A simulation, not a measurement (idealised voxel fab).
The following is a process module called voxel tone inversion.
Square cells of 5 nm make up the cross-section cut, whose width is 295 nm.
A cross-section in this document is a grid of square cells, and it is written down as bands, the top band listed before the ones below it; a band is made up of one or more rows of cells. The band entry comprises the height of the band's top followed by the height of its bottom, expressed in nm, and subsequently the band's materials from left to right, each stated together with its width in nm. Where a single material is marked with the word "all across", that material fills the band from edge to edge. The word "empty" represents empty space. Basically, 0 is our baseline, since under it the wafer straight out of the box is all one material. The bottom band has no lower end and keeps on going down, so it looks like "z 0 and below". Top row gets the first number, bottom row gets the second, and each row in between changes by the same step: that is how a band width like "30..40" works. A step reported as "left unchanged" is a step in which no cell of the cross-section changed. In "Completely enclosed voids" the enclosed voids are listed, meaning empty spaces of 8 cells or larger without any opening to the top. The form is width x height at distance, distance from the left edge, units nm. Anything after a step's settings on that line? It's the simulator's own note about the step. The setting "overlay nm" may be written on the line of a step. When the step uses a mask, the value reports how far to the right of the planned place the mask lay, and a negative value reports that it lay to the left.

## The following list gives the planned process steps
| 1 | RECEIVE with material Si |
| 2 | CONFORMAL_DEP with material SiN, thk nm 5 |
| 3 | DIRECTIONAL_DEP with material aC, thk nm 20 |
| 4 | PATTERN with tone cover, mask id POSTS, material resist, width nm 25, pitch nm 50, thk nm 30, overlay nm 0 |
| 5 | DIRECTIONAL_ETCH with etch materials aC, depth nm 20 |
| 6 | STRIP with etch materials resist |
| 7 | FILL_DEP with material SiO2, thk nm 5 |
| 8 | CMP with height nm 25 |
| 9 | STRIP with etch materials aC |

## So, the first of our two wafers, run just as we planned it

## Cross-section of the wafer upon arrival, representing the state reached after step 1
z 0 and below | Si all across
Completely enclosed voids: none

## Presented here is a cross-section of the wafer after step 2 has been performed
z 5 to 0 | SiN all across
Nothing below the height 0 has changed.

## Presented here is a cross-section of the wafer after step 3 has been performed
z 25 to 5 | aC all across
Nothing below the height 5 has changed.

## Presented here is a cross-section of the wafer after step 4 has been performed
z 55 to 25 | empty: 60 / resist: 25 / empty: 25 / resist: 25 / empty: 25 / resist: 25 / empty: 25 / resist: 25 / empty: 60
Nothing below the height 25 has changed.

## Presented here is a cross-section of the wafer after step 5 has been performed
z 35 to 25 | empty: 60 / resist: 25 / empty: 25 / resist: 25 / empty: 25 / resist: 25 / empty: 25 / resist: 25 / empty: 60
z 25 to 5 | empty: 60 / aC: 25 / empty: 25 / aC: 25 / empty: 25 / aC: 25 / empty: 25 / aC: 25 / empty: 60
Nothing below the height 5 has changed.

## Presented here is a cross-section of the wafer after step 6 has been performed
z 25 to 5 | empty: 60 / aC: 25 / empty: 25 / aC: 25 / empty: 25 / aC: 25 / empty: 25 / aC: 25 / empty: 60
Nothing below the height 5 has changed.

## Presented here is a cross-section of the wafer after step 7 has been performed
z 30 to 25 | SiO2 all across
z 25 to 5 | SiO2: 60 / aC: 25 / SiO2: 25 / aC: 25 / SiO2: 25 / aC: 25 / SiO2: 25 / aC: 25 / SiO2: 60
Nothing below the height 5 has changed.

## Presented here is a cross-section of the wafer after step 8 has been performed
z 25 to 5 | SiO2: 60 / aC: 25 / SiO2: 25 / aC: 25 / SiO2: 25 / aC: 25 / SiO2: 25 / aC: 25 / SiO2: 60
Nothing below the height 5 has changed.

## Presented here is a cross-section of the wafer after step 9 has been performed
z 25 to 5 | SiO2: 60 / empty: 25 / SiO2: 25 / empty: 25 / SiO2: 25 / empty: 25 / SiO2: 25 / empty: 25 / SiO2: 60
Nothing below the height 5 has changed.

## Wafer two of two - same starting point, same process plan, one mistake in execution; matches wafer one up to and including step 1

The second wafer in cross-section, at the planned close of step 2: left unchanged

## The second wafer in cross-section, at the planned close of step 3
z 20 to 0 | aC all across
Nothing below the height 0 has changed.

## The second wafer in cross-section, at the planned close of step 4
z 50 to 20 | empty: 60 / resist: 25 / empty: 25 / resist: 25 / empty: 25 / resist: 25 / empty: 25 / resist: 25 / empty: 60
Nothing below the height 20 has changed.

## The second wafer in cross-section, at the planned close of step 5
z 30 to 20 | empty: 60 / resist: 25 / empty: 25 / resist: 25 / empty: 25 / resist: 25 / empty: 25 / resist: 25 / empty: 60
z 20 to 0 | empty: 60 / aC: 25 / empty: 25 / aC: 25 / empty: 25 / aC: 25 / empty: 25 / aC: 25 / empty: 60
Nothing below the height 0 has changed.

## The second wafer in cross-section, at the planned close of step 6
z 20 to 0 | empty: 60 / aC: 25 / empty: 25 / aC: 25 / empty: 25 / aC: 25 / empty: 25 / aC: 25 / empty: 60
Nothing below the height 0 has changed.

## The second wafer in cross-section, at the planned close of step 7
z 25 to 20 | SiO2 all across
z 20 to 0 | SiO2: 60 / aC: 25 / SiO2: 25 / aC: 25 / SiO2: 25 / aC: 25 / SiO2: 25 / aC: 25 / SiO2: 60
Nothing below the height 0 has changed.

The second wafer in cross-section, at the planned close of step 8: left unchanged

The second wafer in cross-section, at the planned close of step 9: left unchanged
Where did the run depart from the plan? plan step 2: skipped, not run
Once processing is complete, comparing cell counts shows that the second wafer has more or fewer of certain materials than the first: SiN -59, SiO2 +59, aC +80
